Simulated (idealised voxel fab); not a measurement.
process module | voxel trench capacitor
cross-section cut | 255 nm wide | cells 5 nm
A cross-section is a grid of square cells, given in bands from the top down. A band is one or more rows of cells.
Each band's line starts with the height of the band's top and of its bottom, in nm. Then come its materials from left to right, each with its width in nm. One material with "throughout" fills the band from edge to edge. "air" is empty space.
Height 0 is the level under which the wafer as received is all one material. The lowest band goes on downwards, as in "0 down".
A width such as "30 to 40" changes by the same amount from each row of cells to the next, from the band's top row to its bottom row.
"no change" after a step means that no cell of the cross-section changed.
closed voids: empty space of 8 cells or more with no open way to the top, each as width x height at its distance from the left edge, in nm
after a step's settings: what the simulator itself notes on the step
overlay nm, on a step with a mask: how far to the right of its planned place the mask lay; to the left if negative
plan
1 op RECEIVE | material Si
2 op CONFORMAL_DEP | material SiN | thk nm 5
3 op PATTERN | tone open | mask id TRENCH | material resist | width nm 20 | pitch nm 40 | thk nm 15 | overlay nm 0
4 op DIRECTIONAL_ETCH | etch materials SiN | depth nm 5
5 op DIRECTIONAL_ETCH | etch materials Si | depth nm 35
6 op STRIP | etch materials resist
7 op CONFORMAL_DEP | material Al2O3 | thk nm 5
8 op FILL_DEP | material polySi | thk nm 5
9 op CMP | height nm 5
first wafer, as planned
as received, after step 1
  0 down: Si throughout
  closed voids: none
after step 2
  5 to 0: SiN throughout
  below 0: unchanged
after step 3
  20 to 5: resist 55 | air 20 | resist 20 | air 20 | resist 20 | air 20 | resist 20 | air 20 | resist 60
  below 5: unchanged
after step 4
  20 to 5: resist 55 | air 20 | resist 20 | air 20 | resist 20 | air 20 | resist 20 | air 20 | resist 60
  5 to 0: SiN 55 | air 20 | SiN 20 | air 20 | SiN 20 | air 20 | SiN 20 | air 20 | SiN 60
  below 0: unchanged
after step 5
  20 to 5: resist 55 | air 20 | resist 20 | air 20 | resist 20 | air 20 | resist 20 | air 20 | resist 60
  5 to 0: SiN 55 | air 20 | SiN 20 | air 20 | SiN 20 | air 20 | SiN 20 | air 20 | SiN 60
  0 to -35: Si 55 | air 20 | Si 20 | air 20 | Si 20 | air 20 | Si 20 | air 20 | Si 60
  below -35: unchanged
after step 6
  5 to 0: SiN 55 | air 20 | SiN 20 | air 20 | SiN 20 | air 20 | SiN 20 | air 20 | SiN 60
  below 0: unchanged
after step 7
  10 to 5: Al2O3 60 | air 10 | Al2O3 30 | air 10 | Al2O3 30 | air 10 | Al2O3 30 | air 10 | Al2O3 65
  5 to 0: SiN 55 | Al2O3 5 | air 10 | Al2O3 5 | SiN 20 | Al2O3 5 | air 10 | Al2O3 5 | SiN 20 | Al2O3 5 | air 10 | Al2O3 5 | SiN 20 | Al2O3 5 | air 10 | Al2O3 5 | SiN 60
  0 to -30: Si 55 | Al2O3 5 | air 10 | Al2O3 5 | Si 20 | Al2O3 5 | air 10 | Al2O3 5 | Si 20 | Al2O3 5 | air 10 | Al2O3 5 | Si 20 | Al2O3 5 | air 10 | Al2O3 5 | Si 60
  -30 to -35: Si 55 | Al2O3 20 | Si 20 | Al2O3 20 | Si 20 | Al2O3 20 | Si 20 | Al2O3 20 | Si 60
  below -35: unchanged
after step 8
  15 to 10: polySi throughout
  10 to 5: Al2O3 60 | polySi 10 | Al2O3 30 | polySi 10 | Al2O3 30 | polySi 10 | Al2O3 30 | polySi 10 | Al2O3 65
  5 to 0: SiN 55 | Al2O3 5 | polySi 10 | Al2O3 5 | SiN 20 | Al2O3 5 | polySi 10 | Al2O3 5 | SiN 20 | Al2O3 5 | polySi 10 | Al2O3 5 | SiN 20 | Al2O3 5 | polySi 10 | Al2O3 5 | SiN 60
  0 to -30: Si 55 | Al2O3 5 | polySi 10 | Al2O3 5 | Si 20 | Al2O3 5 | polySi 10 | Al2O3 5 | Si 20 | Al2O3 5 | polySi 10 | Al2O3 5 | Si 20 | Al2O3 5 | polySi 10 | Al2O3 5 | Si 60
  below -30: unchanged
after step 9
  5 to 0: SiN 55 | Al2O3 5 | polySi 10 | Al2O3 5 | SiN 20 | Al2O3 5 | polySi 10 | Al2O3 5 | SiN 20 | Al2O3 5 | polySi 10 | Al2O3 5 | SiN 20 | Al2O3 5 | polySi 10 | Al2O3 5 | SiN 60
  below 0: unchanged
second wafer: like start, like plan, one mistake. Through step 8 it matches the first wafer
when step 9 should have ended
  -5 to -30: Si 55 | Al2O3 5 | polySi 10 | Al2O3 5 | Si 20 | Al2O3 5 | polySi 10 | Al2O3 5 | Si 20 | Al2O3 5 | polySi 10 | Al2O3 5 | Si 20 | Al2O3 5 | polySi 10 | Al2O3 5 | Si 60
  below -30: unchanged
what went wrong: step 9 ran as: op CMP | height nm -5
at the end the second wafer has, in cells: 16 fewer of Al2O3 | 35 fewer of Si | 35 fewer of SiN | 16 fewer of polySi
